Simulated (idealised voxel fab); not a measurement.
The process module that follows is named voxel ribs on slabs.
Cross-sectional view cut (width: 175 nm; square cell size: 5 nm).
In this document a cross-section is written as a grid of square cells. It is given as a series of bands, listed from the top down, and a band is one or more rows of cells.
Per band: top height and bottom height in nm, followed by the left-to-right materials and their widths in nm; "all across" marks a single material spanning edge to edge, "air" marks empty space.
Note: height 0 marks the level under which the wafer is uniformly one material as received. Lowest band unbounded below, written "from 0 down".
With a width like "30->40", each row of cells in the band differs from the next by the same amount, the top row carrying the first number and the bottom row the second.
No cell of the cross-section changed in a step that is given as "everything unchanged".
If an empty space has no open way to the top and is at least 8 cells in size, "Cavities, sealed" lists it, written width x height at distance, where distance is measured from the left edge and every value is in nm.
Note: text after step settings on the step line = simulator remark on that step.
overlay nm: right-of-plan distance of the mask on a masked step; negative values mean left-of-plan.
[List of planned process steps]
1. RECEIVE, material Si
2. DIRECTIONAL_DEP, material SiO2, thk nm 20
3. DIRECTIONAL_DEP, material polySi, thk nm 20
4. PATTERN, tone cover, mask id RIB, material resist, width nm 20, thk nm 20, overlay nm 0
5. DIRECTIONAL_ETCH, etch materials polySi, depth nm 10
6. STRIP, etch materials resist
7. MASKED_ETCH, tone cover, mask id SLAB, width nm 50, etch materials polySi, depth nm 10, overlay nm 0
8. FILL_DEP, material SiO2, thk nm 25
9. CMP, height nm 60
10. DIRECTIONAL_DEP, material TiN, thk nm 5
11. MASKED_ETCH, tone cover, mask id HEATER, width nm 30, etch materials TiN, depth nm 5, overlay nm 0
12. CONFORMAL_DEP, material SiN, thk nm 5
[Incoming wafer, cross-sectional view, post step 1]
    from 0 down: Si all across
    Cavities, sealed: none
[The module was run from the start shown above using the plan shown above, but one mistake was made doing it; the resulting wafer cross-section is below]
    from 80 to 75: air (55)  SiN (60)  air (60)
    from 75 to 65: SiN all across
    from 65 to 60: SiN (70)  TiN (30)  SiN (75)
    from 60 to 40: SiO2 all across
    from 40 to 30: SiO2 (75)  polySi (20)  SiO2 (80)
    from 30 to 20: SiO2 (60)  polySi (50)  SiO2 (65)
    from 20 to 0: SiO2 all across
    from 0 down: Si all across
    Cavities, sealed: none
Which mistake was made when the wafer was run? step 12 deviated from plan and actually ran as CONFORMAL_DEP, material SiN, thk nm 15
